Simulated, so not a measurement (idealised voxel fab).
A process module follows: voxel lift off.
Cross-section cut: width 300 nm, square cells of 5 nm.
Cross-section, as written here: a square-cell grid given band by band from the top down, where a band holds one or more rows of cells. What a band's entry tells you: where the top is and where the bottom is, as heights in nm, and after that what lies inside, material by material from left to right, each with its width in nm. Empty space is written as the word "air", and a single material marked with the word "everywhere" occupies the band from edge to edge. Heights are reckoned from 0. Under this level, the received wafer is all of one material. The bottommost band is open-ended downward, for example "top 0, no bottom". Note: "30 to 40" means the width goes from the first number (top row of the band) to the second number (bottom row) in equal steps per row of cells. "no alterations made" after a step means that no cell of the cross-section changed. You'll see "Trapped cavities" listing empty spaces that have no way open to the top, as long as they're 8 cells or more; the notation is width x height at distance, where the distance is from the left edge, and all of it is in nm. after a step's settings: what the simulator itself notes on the step. A step's line can hold "overlay nm"; with a mask on that step, the setting says how far right of the planned place the mask lay, while a negative setting says it lay to the left.
-- This section lists the process steps that were planned
step 1: RECEIVE [material Si]
step 2: CONFORMAL_DEP [material Al2O3] [thk nm 10]
step 3: PATTERN [tone open] [mask id LINES] [material resist] [width nm 20] [pitch nm 35] [thk nm 30] [overlay nm -15]
step 4: DIRECTIONAL_DEP [material Ru] [thk nm 15]
step 5: STRIP [etch materials resist]
step 6: CONFORMAL_DEP [material SiCN] [thk nm 10]
Wafer-to-wafer difference: overlay nm, step 3. Common start. Plan = first wafer's value.
-- Received condition of the first of several wafers, sectioned: post-step 1
	top 0, no bottom | Si everywhere
	Trapped cavities: none
-- Cross-section of the first of several wafers once the module has run through its last step, step 6
	top 35, bottom 25 | air=95, SiCN=75, air=130
	top 25, bottom 20 | air=95, SiCN=10, Ru=20, SiCN=15, Ru=20, SiCN=10, air=130
	top 20, bottom 10 | SiCN=105, Ru=20, SiCN=15, Ru=20, SiCN=140
	top 10, bottom 0 | Al2O3 everywhere
	top 0, no bottom | Si everywhere
	Trapped cavities: none
-- Cross-sectional view of the final wafer of several at the module's end
	top 35, bottom 25 | air=125, SiCN=75, air=100
	top 25, bottom 20 | air=125, SiCN=10, Ru=20, SiCN=15, Ru=20, SiCN=10, air=100
	top 20, bottom 10 | SiCN=135, Ru=20, SiCN=15, Ru=20, SiCN=110
	top 10, bottom 0 | Al2O3 everywhere
	top 0, no bottom | Si everywhere
	Trapped cavities: none
-- Quick key for the table: a row per wafer, taken at the end of the module. For each material it tells you how many cells the wafer gained (+) or lost (-) since it came in, and the closed voids come after
overlay nm -15, +120 Al2O3, +24 Ru, +141 SiCN, Trapped cavities: none
overlay nm -10, +120 Al2O3, +24 Ru, +141 SiCN, Trapped cavities: none
overlay nm -5, +120 Al2O3, +24 Ru, +141 SiCN, Trapped cavities: none
overlay nm 0, +120 Al2O3, +24 Ru, +141 SiCN, Trapped cavities: none
overlay nm 5, +120 Al2O3, +24 Ru, +141 SiCN, Trapped cavities: none
overlay nm 10, +120 Al2O3, +24 Ru, +141 SiCN, Trapped cavities: none
overlay nm 15, +120 Al2O3, +24 Ru, +141 SiCN, Trapped cavities: none
